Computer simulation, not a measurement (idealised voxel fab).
Name of the process module below: voxel transistor to metal
Cross-section cut: width 185 nm, square cells of 5 nm.
Each cross-section below is a grid of square cells, stated as bands in top-down order, with one or more rows of cells making up each band. Read a band's entry like this: the first values are the height of its top and the height of its bottom in nm, and what follows is the sequence of materials from left to right, each with its width in nm. Note that "empty" is empty space, and that a single material marked "edge to edge" reaches across the band from edge to edge. Ref level 0: as-received wafer is one material below here. Bottom band extends down with no lower bound ("top 0, no bottom"). When a width is written as two numbers, as in "30 to 40", the first number is the width in the top row of cells of the band and the second is the width in its bottom row, and the width changes by the same amount from each row to the next. "all unchanged" -> step changed no cross-section cell. Heads up: "Closed cavities" only lists the empty pockets with no open path to the top that are 8 cells or more, and it writes them as width x height at distance, distance from the left edge, in nm. What comes after the settings on a step's line is commentary from the simulator itself on that step. overlay nm: mask right of planned place by this much (step with mask). Neg. = left.
List of planned process steps
1,RECEIVE,material Si
2,OXIDIZE,depth nm 5
3,CONFORMAL_DEP,material SiN,thk nm 15
4,DIRECTIONAL_DEP,material aC,thk nm 10
5,PATTERN,tone cover,mask id ACTIVE,material resist,width nm 105,thk nm 30,overlay nm -15
6,DIRECTIONAL_ETCH,etch materials aC,depth nm 10
7,STRIP,etch materials resist
8,DIRECTIONAL_ETCH,etch materials SiN,depth nm 15
9,DIRECTIONAL_ETCH,etch materials SiO2,depth nm 5
10,DIRECTIONAL_ETCH,etch materials Si,depth nm 35
11,STRIP,etch materials aC
12,FILL_DEP,material SiO2,thk nm 10
13,CMP,height nm 15
14,SELECTIVE_ETCH,etch materials SiO2,depth nm 10
15,STRIP,etch materials SiN
16,SELECTIVE_ETCH,etch materials SiO2,depth nm 5
17,OXIDIZE,depth nm 5
18,DIRECTIONAL_DEP,material polySi,thk nm 20
19,DIRECTIONAL_DEP,material SiCN,thk nm 10
20,MASKED_ETCH,tone cover,mask id GATE,width nm 25,etch materials SiCN,depth nm 20,overlay nm 0
21,MASKED_ETCH,tone cover,mask id GATE,width nm 25,etch materials polySi,depth nm 30,overlay nm 0
22,CONFORMAL_DEP,material SiN,thk nm 5
23,DIRECTIONAL_ETCH,etch materials SiN,depth nm 5
24,DIRECTIONAL_ETCH,etch materials SiO2,depth nm 5
25,DIRECTIONAL_ETCH,etch materials Si,depth nm 10
26,EPI,material pSi,thk nm 10
27,FILL_DEP,material SiO2,thk nm 10
28,CMP,height nm 25
29,DIRECTIONAL_DEP,material SiO2,thk nm 10
30,PATTERN,tone open,mask id CONTACT,material resist,width nm 30,pitch nm 65,thk nm 15,overlay nm 0
31,DIRECTIONAL_ETCH,etch materials SiO2,depth nm 45
32,STRIP,etch materials resist
33,CONFORMAL_DEP,material TiN,thk nm 5
34,FILL_DEP,material Ru,thk nm 10
35,CMP,height nm 35
36,DIRECTIONAL_DEP,material TiN,thk nm 5
37,DIRECTIONAL_DEP,material W,thk nm 20
38,DIRECTIONAL_DEP,material aC,thk nm 15
39,PATTERN,tone cover,mask id METAL_1,material resist,width nm 15,pitch nm 80,thk nm 35,overlay nm 0
40,DIRECTIONAL_ETCH,etch materials aC,depth nm 15
41,STRIP,etch materials resist
42,DIRECTIONAL_ETCH,etch materials W,depth nm 20
43,DIRECTIONAL_ETCH,etch materials TiN,depth nm 5
44,STRIP,etch materials aC
45,FILL_DEP,material SiO2,thk nm 10
46,CMP,height nm 60
47,CONFORMAL_DEP,material SiCN,thk nm 5
48,DIRECTIONAL_DEP,material lowk,thk nm 30
49,DIRECTIONAL_DEP,material aC,thk nm 10
50,PATTERN,tone open,mask id METAL_2,material resist,width nm 15,pitch nm 80,thk nm 25,overlay nm 0
51,DIRECTIONAL_ETCH,etch materials aC,depth nm 10
52,STRIP,etch materials resist
53,DIRECTIONAL_ETCH,etch materials lowk,depth nm 15
54,STRIP,etch materials aC
55,DIRECTIONAL_DEP,material aC,thk nm 10
56,PATTERN,tone open,mask id METAL_2_HOLES,material resist,width nm 15,pitch nm 80,thk nm 25,overlay nm 0
57,DIRECTIONAL_ETCH,etch materials aC,depth nm 10
58,STRIP,etch materials resist
59,DIRECTIONAL_ETCH,etch materials lowk,depth nm 15
60,DIRECTIONAL_ETCH,etch materials SiCN,depth nm 5
61,STRIP,etch materials aC
62,CONFORMAL_DEP,material TiN,thk nm 5
63,FILL_DEP,material Cu,thk nm 10
64,CMP,height nm 95
65,CONFORMAL_DEP,material SiCN,thk nm 5
Split variable: overlay nm, step 5. Plan value = first wafer. Wafers start alike.
Cut through the first of several wafers as received, post step 1
* top 0, no bottom  Si edge to edge
* Closed cavities: none
Below, a row for every wafer. Read it as the end-of-module picture: for each material the wafer shows its cells gained (+) or lost (-) since it was received, and then its closed voids
overlay nm -15; +12 Cu; +52 Ru; -198 Si; +78 SiCN; +14 SiN; +434 SiO2; +82 TiN; +24 W; +186 lowk; +36 pSi; +20 polySi; Closed cavities: none
overlay nm -10; +12 Cu; +54 Ru; -198 Si; +78 SiCN; +14 SiN; +434 SiO2; +80 TiN; +24 W; +186 lowk; +36 pSi; +20 polySi; Closed cavities: none
overlay nm -5; +12 Cu; +56 Ru; -198 Si; +78 SiCN; +14 SiN; +432 SiO2; +80 TiN; +24 W; +186 lowk; +36 pSi; +20 polySi; Closed cavities: none
overlay nm 0; +12 Cu; +56 Ru; -198 Si; +78 SiCN; +14 SiN; +432 SiO2; +80 TiN; +24 W; +186 lowk; +36 pSi; +20 polySi; Closed cavities: none
overlay nm 5; +12 Cu; +56 Ru; -198 Si; +78 SiCN; +14 SiN; +432 SiO2; +80 TiN; +24 W; +186 lowk; +36 pSi; +20 polySi; Closed cavities: none
overlay nm 10; +12 Cu; +54 Ru; -198 Si; +78 SiCN; +14 SiN; +434 SiO2; +80 TiN; +24 W; +186 lowk; +36 pSi; +20 polySi; Closed cavities: none
overlay nm 15; +12 Cu; +52 Ru; -198 Si; +78 SiCN; +14 SiN; +434 SiO2; +82 TiN; +24 W; +186 lowk; +36 pSi; +20 polySi; Closed cavities: none
